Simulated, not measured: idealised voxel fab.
This is a process module. Its name is voxel wiring stack.
Cross-section cut spans 155 nm and uses square cells 5 nm in size.
In this document a cross-section is written as a grid of square cells. It is given as a series of bands, listed from the top down, and a band is one or more rows of cells. The entry gives the band's vertical extent as a top height and a bottom height in nm, then its horizontal make-up as materials from left to right, each with a width in nm. "air" stands for empty space; a single material marked "throughout" fills the band edge to edge. A quick word on heights: they are counted from 0, and under that level the wafer as it came to us is one material throughout. The lowest band is different from the rest in having no bottom; it simply continues downward, written as in "0 -> down". Width "30->40": first value at the band's top row of cells, second value at its bottom row, equal change from row to row. "no change" -> step changed no cross-section cell. For the entry "Trapped void list", the listed items are empty spaces with no open way to the top whose size is 8 cells or more; each item follows the pattern width x height at distance, where distance is from the left edge and all three are in nm. Heads up: the bit after the settings on a step's line is the simulator's remark on that step. overlay nm: how far to the right of its planned place the mask lay on this masked step (negative: to the left).
Listed below are the process steps as planned
1: RECEIVE | material Si
2: CONFORMAL_DEP | material SiO2 | thk nm 15
3: DIRECTIONAL_DEP | material TiN | thk nm 5
4: DIRECTIONAL_DEP | material W | thk nm 20
5: PATTERN | tone cover | mask id METAL_1 | material resist | width nm 20 | pitch nm 50 | thk nm 20 | overlay nm 0
6: DIRECTIONAL_ETCH | etch materials W | depth nm 20
7: DIRECTIONAL_ETCH | etch materials TiN | depth nm 5
8: STRIP | etch materials resist
9: CONFORMAL_DEP | material SiCN | thk nm 5
10: FILL_DEP | material lowk | thk nm 10
11: CMP | height nm 40
12: CONFORMAL_DEP | material SiCN | thk nm 5
13: DIRECTIONAL_DEP | material SiO2 | thk nm 35
14: DIRECTIONAL_DEP | material aC | thk nm 10
15: PATTERN | tone open | mask id METAL_2 | material resist | width nm 20 | pitch nm 50 | thk nm 25 | overlay nm 0
16: DIRECTIONAL_ETCH | etch materials aC | depth nm 10
17: STRIP | etch materials resist
18: DIRECTIONAL_ETCH | etch materials SiO2 | depth nm 20
19: STRIP | etch materials aC
20: PATTERN | tone open | mask id METAL_2_HOLES | material resist | width nm 15 | thk nm 20 | overlay nm 0
21: DIRECTIONAL_ETCH | etch materials SiO2 | depth nm 15
22: DIRECTIONAL_ETCH | etch materials SiCN | depth nm 5
23: STRIP | etch materials resist
24: CONFORMAL_DEP | material TiN | thk nm 5
25: FILL_DEP | material Cu | thk nm 10
26: CMP | height nm 80
27: CONFORMAL_DEP | material SiN | thk nm 5
The first wafer of two, processed as planned
Here's what the wafer looked like in cross-section when it arrived - that's after step 1
	0 -> down: Si throughout
	Trapped void list: none
Step 2 done - wafer cross-section
	15 -> 0: SiO2 throughout
	No changes below 0.
Step 3 done - wafer cross-section
	20 -> 15: TiN throughout
	No changes below 15.
Step 4 done - wafer cross-section
	40 -> 20: W throughout
	No changes below 20.
Step 5 done - wafer cross-section
	60 -> 40: 40 of air, then 20 of resist, then 30 of air, then 20 of resist, then 45 of air
	No changes below 40.
Step 6 done - wafer cross-section
	60 -> 40: 40 of air, then 20 of resist, then 30 of air, then 20 of resist, then 45 of air
	40 -> 20: 40 of air, then 20 of W, then 30 of air, then 20 of W, then 45 of air
	No changes below 20.
Step 7 done - wafer cross-section
	60 -> 40: 40 of air, then 20 of resist, then 30 of air, then 20 of resist, then 45 of air
	40 -> 20: 40 of air, then 20 of W, then 30 of air, then 20 of W, then 45 of air
	20 -> 15: 40 of air, then 20 of TiN, then 30 of air, then 20 of TiN, then 45 of air
	No changes below 15.
Step 8 done - wafer cross-section
	40 -> 20: 40 of air, then 20 of W, then 30 of air, then 20 of W, then 45 of air
	No changes below 20.
Step 9 done - wafer cross-section
	45 -> 40: 35 of air, then 30 of SiCN, then 20 of air, then 30 of SiCN, then 40 of air
	40 -> 20: 35 of air, then 5 of SiCN, then 20 of W, then 5 of SiCN, then 20 of air, then 5 of SiCN, then 20 of W, then 5 of SiCN, then 40 of air
	20 -> 15: 40 of SiCN, then 20 of TiN, then 30 of SiCN, then 20 of TiN, then 45 of SiCN
	No changes below 15.
Step 10 done - wafer cross-section
	55 -> 45: lowk throughout
	45 -> 40: 35 of lowk, then 30 of SiCN, then 20 of lowk, then 30 of SiCN, then 40 of lowk
	40 -> 20: 35 of lowk, then 5 of SiCN, then 20 of W, then 5 of SiCN, then 20 of lowk, then 5 of SiCN, then 20 of W, then 5 of SiCN, then 40 of lowk
	No changes below 20.
Step 11 done - wafer cross-section
	40 -> 20: 35 of lowk, then 5 of SiCN, then 20 of W, then 5 of SiCN, then 20 of lowk, then 5 of SiCN, then 20 of W, then 5 of SiCN, then 40 of lowk
	No changes below 20.
Step 12 done - wafer cross-section
	45 -> 40: SiCN throughout
	No changes below 40.
Step 13 done - wafer cross-section
	80 -> 45: SiO2 throughout
	No changes below 45.
Step 14 done - wafer cross-section
	90 -> 80: aC throughout
	No changes below 80.
Step 15 done - wafer cross-section
	115 -> 90: 40 of resist, then 20 of air, then 30 of resist, then 20 of air, then 45 of resist
	No changes below 90.
Step 16 done - wafer cross-section
	105 -> 90: 40 of resist, then 20 of air, then 30 of resist, then 20 of air, then 45 of resist
	90 -> 80: 40 of aC, then 20 of air, then 30 of aC, then 20 of air, then 45 of aC
	No changes below 80.
Step 17 done - wafer cross-section
	90 -> 80: 40 of aC, then 20 of air, then 30 of aC, then 20 of air, then 45 of aC
	No changes below 80.
Step 18 done - wafer cross-section
	90 -> 80: 40 of aC, then 20 of air, then 30 of aC, then 20 of air, then 45 of aC
	80 -> 60: 40 of SiO2, then 20 of air, then 30 of SiO2, then 20 of air, then 45 of SiO2
	No changes below 60.
Step 19 done - wafer cross-section
	80 -> 60: 40 of SiO2, then 20 of air, then 30 of SiO2, then 20 of air, then 45 of SiO2
	No changes below 60.
Step 20 done - wafer cross-section
	100 -> 80: 40 of resist, then 15 of air, then 100 of resist
	80 -> 60: 40 of SiO2, then 15 of air, then 5 of resist, then 30 of SiO2, then 20 of resist, then 45 of SiO2
	No changes below 60.
Step 21 done - wafer cross-section
	100 -> 80: 40 of resist, then 15 of air, then 100 of resist
	80 -> 60: 40 of SiO2, then 15 of air, then 5 of resist, then 30 of SiO2, then 20 of resist, then 45 of SiO2
	60 -> 45: 40 of SiO2, then 15 of air, then 100 of SiO2
	No changes below 45.
Step 22 done - wafer cross-section
	100 -> 80: 40 of resist, then 15 of air, then 100 of resist
	80 -> 60: 40 of SiO2, then 15 of air, then 5 of resist, then 30 of SiO2, then 20 of resist, then 45 of SiO2
	60 -> 45: 40 of SiO2, then 15 of air, then 100 of SiO2
	45 -> 40: 40 of SiCN, then 15 of air, then 100 of SiCN
	No changes below 40.
Step 23 done - wafer cross-section
	80 -> 60: 40 of SiO2, then 20 of air, then 30 of SiO2, then 20 of air, then 45 of SiO2
	No changes below 60.
Step 24 done - wafer cross-section
	85 -> 80: 45 of TiN, then 10 of air, then 40 of TiN, then 10 of air, then 50 of TiN
	80 -> 65: 40 of SiO2, then 5 of TiN, then 10 of air, then 5 of TiN, then 30 of SiO2, then 5 of TiN, then 10 of air, then 5 of TiN, then 45 of SiO2
	65 -> 60: 40 of SiO2, then 5 of TiN, then 5 of air, then 10 of TiN, then 30 of SiO2, then 20 of TiN, then 45 of SiO2
	60 -> 45: 40 of SiO2, then 5 of TiN, then 5 of air, then 5 of TiN, then 100 of SiO2
	45 -> 40: 40 of SiCN, then 15 of TiN, then 100 of SiCN
	No changes below 40.
Step 25 done - wafer cross-section
	95 -> 85: Cu throughout
	85 -> 80: 45 of TiN, then 10 of Cu, then 40 of TiN, then 10 of Cu, then 50 of TiN
	80 -> 65: 40 of SiO2, then 5 of TiN, then 10 of Cu, then 5 of TiN, then 30 of SiO2, then 5 of TiN, then 10 of Cu, then 5 of TiN, then 45 of SiO2
	65 -> 60: 40 of SiO2, then 5 of TiN, then 5 of Cu, then 10 of TiN, then 30 of SiO2, then 20 of TiN, then 45 of SiO2
	60 -> 45: 40 of SiO2, then 5 of TiN, then 5 of Cu, then 5 of TiN, then 100 of SiO2
	No changes below 45.
Step 26 done - wafer cross-section
	80 -> 65: 40 of SiO2, then 5 of TiN, then 10 of Cu, then 5 of TiN, then 30 of SiO2, then 5 of TiN, then 10 of Cu, then 5 of TiN, then 45 of SiO2
	No changes below 65.
Step 27 done - wafer cross-section
	85 -> 80: SiN throughout
	No changes below 80.
Second wafer, same starting state and plan as the first, one mistake in the run, identical through step 17
The second wafer cut through, at the time step 18 was supposed to be finished
	90 -> 80: 40 of aC, then 20 of air, then 30 of aC, then 20 of air, then 45 of aC
	80 -> 45: 40 of SiO2, then 20 of air, then 30 of SiO2, then 20 of air, then 45 of SiO2
	No changes below 45.
The second wafer cut through, at the time step 19 was supposed to be finished
	80 -> 45: 40 of SiO2, then 20 of air, then 30 of SiO2, then 20 of air, then 45 of SiO2
	No changes below 45.
The second wafer cut through, at the time step 20 was supposed to be finished
	100 -> 80: 40 of resist, then 15 of air, then 100 of resist
	80 -> 45: 40 of SiO2, then 15 of air, then 5 of resist, then 30 of SiO2, then 20 of resist, then 45 of SiO2
	No changes below 45.
The second wafer cut through, at the time step 21 was supposed to be finished: no change
The second wafer cut through, at the time step 22 was supposed to be finished
	100 -> 80: 40 of resist, then 15 of air, then 100 of resist
	80 -> 45: 40 of SiO2, then 15 of air, then 5 of resist, then 30 of SiO2, then 20 of resist, then 45 of SiO2
	45 -> 40: 40 of SiCN, then 15 of air, then 100 of SiCN
	No changes below 40.
The second wafer cut through, at the time step 23 was supposed to be finished
	80 -> 45: 40 of SiO2, then 20 of air, then 30 of SiO2, then 20 of air, then 45 of SiO2
	No changes below 45.
The second wafer cut through, at the time step 24 was supposed to be finished
	85 -> 80: 45 of TiN, then 10 of air, then 40 of TiN, then 10 of air, then 50 of TiN
	80 -> 50: 40 of SiO2, then 5 of TiN, then 10 of air, then 5 of TiN, then 30 of SiO2, then 5 of TiN, then 10 of air, then 5 of TiN, then 45 of SiO2
	50 -> 45: 40 of SiO2, then 5 of TiN, then 5 of air, then 10 of TiN, then 30 of SiO2, then 20 of TiN, then 45 of SiO2
	45 -> 40: 40 of SiCN, then 15 of TiN, then 100 of SiCN
	No changes below 40.
The second wafer cut through, at the time step 25 was supposed to be finished
	95 -> 85: Cu throughout
	85 -> 80: 45 of TiN, then 10 of Cu, then 40 of TiN, then 10 of Cu, then 50 of TiN
	80 -> 50: 40 of SiO2, then 5 of TiN, then 10 of Cu, then 5 of TiN, then 30 of SiO2, then 5 of TiN, then 10 of Cu, then 5 of TiN, then 45 of SiO2
	50 -> 45: 40 of SiO2, then 5 of TiN, then 5 of Cu, then 10 of TiN, then 30 of SiO2, then 20 of TiN, then 45 of SiO2
	No changes below 45.
The second wafer cut through, at the time step 26 was supposed to be finished
	80 -> 50: 40 of SiO2, then 5 of TiN, then 10 of Cu, then 5 of TiN, then 30 of SiO2, then 5 of TiN, then 10 of Cu, then 5 of TiN, then 45 of SiO2
	No changes below 50.
The second wafer cut through, at the time step 27 was supposed to be finished
	85 -> 80: SiN throughout
	No changes below 80.
What was the processing mistake? step 18 of the plan was performed twice
The second wafer ends with more or fewer cells of some materials than the first, per final count: 9 more of Cu; 15 fewer of SiO2; 6 more of TiN
